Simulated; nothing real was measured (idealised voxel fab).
Proc. module: voxel tone inversion
It is cross-section cut that appears here, measuring 220 nm in width, its square cells being 5 nm in size.
We lay out every cross-section as a grid of square cells and spell it out in bands from the top down, where one band means one or more rows of cells. Each band's line starts with the height of the band's top and of its bottom, in nm. Then come its materials from left to right, each with its width in nm. One material with "everywhere" fills the band from edge to edge. "air" is empty space. Heights from 0 (as-received wafer is one material below). Bottom band endless downward, as "0 and below". When a width is written as two numbers, as in "30..40", the first number is the width in the top row of cells of the band and the second is the width in its bottom row, and the width changes by the same amount from each row to the next. Where a step carries "nothing altered", the cross-section came out of it unchanged, cell for cell. For the entry "Sealed void listing", the listed items are empty spaces with no open way to the top whose size is 8 cells or more; each item follows the pattern width x height at distance, where distance is from the left edge and all three are in nm. Formally, on a step line, whatever follows the settings is a remark that the simulator itself makes on the step. Steps that use a mask can have "overlay nm" on their line. It says how far the mask sat to the right of where it was meant to be. Negative means to the left.

Process steps foreseen in the plan:
- 1: RECEIVE [material Si]
- 2: CONFORMAL_DEP [material SiN] [thk nm 5]
- 3: DIRECTIONAL_DEP [material polySi] [thk nm 25]
- 4: PATTERN [tone cover] [mask id POSTS] [material resist] [width nm 25] [pitch nm 45] [thk nm 30] [overlay nm 0]
- 5: DIRECTIONAL_ETCH [etch materials polySi] [depth nm 25]
- 6: STRIP [etch materials resist]
- 7: FILL_DEP [material SiO2] [thk nm 10]
- 8: CMP [height nm 30]
- 9: STRIP [etch materials polySi]
- 10: CONFORMAL_DEP [material TiN] [thk nm 5]
- 11: FILL_DEP [material W] [thk nm 5]
- 12: CMP [height nm 30]
- 13: CONFORMAL_DEP [material SiCN] [thk nm 5]

first wafer, as planned:

Cross-sectional view of the wafer in its as-received condition, corresponding to the state after step 1:
  0 and below: Si everywhere
  Sealed void listing: none

Wafer section view after processing step 2:
  5 down to 0: SiN everywhere
  No changes below 0.

Wafer section view after processing step 3:
  30 down to 5: polySi everywhere
  No changes below 5.

Wafer section view after processing step 4:
  60 down to 30: air=30, resist=25, air=20, resist=25, air=20, resist=25, air=20, resist=25, air=30
  No changes below 30.

Wafer section view after processing step 5:
  60 down to 30: air=30, resist=25, air=20, resist=25, air=20, resist=25, air=20, resist=25, air=30
  30 down to 5: air=30, polySi=25, air=20, polySi=25, air=20, polySi=25, air=20, polySi=25, air=30
  No changes below 5.

Wafer section view after processing step 6:
  30 down to 5: air=30, polySi=25, air=20, polySi=25, air=20, polySi=25, air=20, polySi=25, air=30
  No changes below 5.

Wafer section view after processing step 7:
  40 down to 30: SiO2 everywhere
  30 down to 5: SiO2=30, polySi=25, SiO2=20, polySi=25, SiO2=20, polySi=25, SiO2=20, polySi=25, SiO2=30
  No changes below 5.

Wafer section view after processing step 8:
  30 down to 5: SiO2=30, polySi=25, SiO2=20, polySi=25, SiO2=20, polySi=25, SiO2=20, polySi=25, SiO2=30
  No changes below 5.

Wafer section view after processing step 9:
  30 down to 5: SiO2=30, air=25, SiO2=20, air=25, SiO2=20, air=25, SiO2=20, air=25, SiO2=30
  No changes below 5.

Wafer section view after processing step 10:
  35 down to 30: TiN=35, air=15, TiN=30, air=15, TiN=30, air=15, TiN=30, air=15, TiN=35
  30 down to 10: SiO2=30, TiN=5, air=15, TiN=5, SiO2=20, TiN=5, air=15, TiN=5, SiO2=20, TiN=5, air=15, TiN=5, SiO2=20, TiN=5, air=15, TiN=5, SiO2=30
  10 down to 5: SiO2=30, TiN=25, SiO2=20, TiN=25, SiO2=20, TiN=25, SiO2=20, TiN=25, SiO2=30
  No changes below 5.

Wafer section view after processing step 11:
  40 down to 35: W everywhere
  35 down to 30: TiN=35, W=15, TiN=30, W=15, TiN=30, W=15, TiN=30, W=15, TiN=35
  30 down to 10: SiO2=30, TiN=5, W=15, TiN=5, SiO2=20, TiN=5, W=15, TiN=5, SiO2=20, TiN=5, W=15, TiN=5, SiO2=20, TiN=5, W=15, TiN=5, SiO2=30
  No changes below 10.

Wafer section view after processing step 12:
  30 down to 10: SiO2=30, TiN=5, W=15, TiN=5, SiO2=20, TiN=5, W=15, TiN=5, SiO2=20, TiN=5, W=15, TiN=5, SiO2=20, TiN=5, W=15, TiN=5, SiO2=30
  No changes below 10.

Wafer section view after processing step 13:
  35 down to 30: SiCN everywhere
  No changes below 30.

Companion wafer, the second of two: same beginning, same intended sequence, one mistake in carrying it out; through step 3 inclusive it tracks the first exactly:

Cross-section: second wafer, time at which step 4 was scheduled to end:
  60 down to 30: air=35, resist=15, air=30, resist=15, air=30, resist=15, air=30, resist=15, air=35
  No changes below 30.

Cross-section: second wafer, time at which step 5 was scheduled to end:
  60 down to 30: air=35, resist=15, air=30, resist=15, air=30, resist=15, air=30, resist=15, air=35
  30 down to 5: air=35, polySi=15, air=30, polySi=15, air=30, polySi=15, air=30, polySi=15, air=35
  No changes below 5.

Cross-section: second wafer, time at which step 6 was scheduled to end:
  30 down to 5: air=35, polySi=15, air=30, polySi=15, air=30, polySi=15, air=30, polySi=15, air=35
  No changes below 5.

Cross-section: second wafer, time at which step 7 was scheduled to end:
  40 down to 30: SiO2 everywhere
  30 down to 5: SiO2=35, polySi=15, SiO2=30, polySi=15, SiO2=30, polySi=15, SiO2=30, polySi=15, SiO2=35
  No changes below 5.

Cross-section: second wafer, time at which step 8 was scheduled to end:
  30 down to 5: SiO2=35, polySi=15, SiO2=30, polySi=15, SiO2=30, polySi=15, SiO2=30, polySi=15, SiO2=35
  No changes below 5.

Cross-section: second wafer, time at which step 9 was scheduled to end:
  30 down to 5: SiO2=35, air=15, SiO2=30, air=15, SiO2=30, air=15, SiO2=30, air=15, SiO2=35
  No changes below 5.

Cross-section: second wafer, time at which step 10 was scheduled to end:
  35 down to 30: TiN=40, air=5, TiN=40, air=5, TiN=40, air=5, TiN=40, air=5, TiN=40
  30 down to 10: SiO2=35, TiN=5, air=5, TiN=5, SiO2=30, TiN=5, air=5, TiN=5, SiO2=30, TiN=5, air=5, TiN=5, SiO2=30, TiN=5, air=5, TiN=5, SiO2=35
  10 down to 5: SiO2=35, TiN=15, SiO2=30, TiN=15, SiO2=30, TiN=15, SiO2=30, TiN=15, SiO2=35
  No changes below 5.

Cross-section: second wafer, time at which step 11 was scheduled to end:
  40 down to 35: W everywhere
  35 down to 30: TiN=40, W=5, TiN=40, W=5, TiN=40, W=5, TiN=40, W=5, TiN=40
  30 down to 10: SiO2=35, TiN=5, W=5, TiN=5, SiO2=30, TiN=5, W=5, TiN=5, SiO2=30, TiN=5, W=5, TiN=5, SiO2=30, TiN=5, W=5, TiN=5, SiO2=35
  No changes below 10.

Cross-section: second wafer, time at which step 12 was scheduled to end:
  30 down to 10: SiO2=35, TiN=5, W=5, TiN=5, SiO2=30, TiN=5, W=5, TiN=5, SiO2=30, TiN=5, W=5, TiN=5, SiO2=30, TiN=5, W=5, TiN=5, SiO2=35
  No changes below 10.

Cross-section: second wafer, time at which step 13 was scheduled to end:
  35 down to 30: SiCN everywhere
  No changes below 30.
It is concluded that the wafer was processed incorrectly with respect to the plan, in that step 4 was run on a setting that differed from the plan, and what really ran there is PATTERN [tone cover] [mask id POSTS] [material resist] [width nm 15] [pitch nm 45] [thk nm 30] [overlay nm 0]
End check, counted in cells, second wafer has more or fewer of these materials than the first: 40 more of SiO2 | 8 fewer of TiN | 32 fewer of W
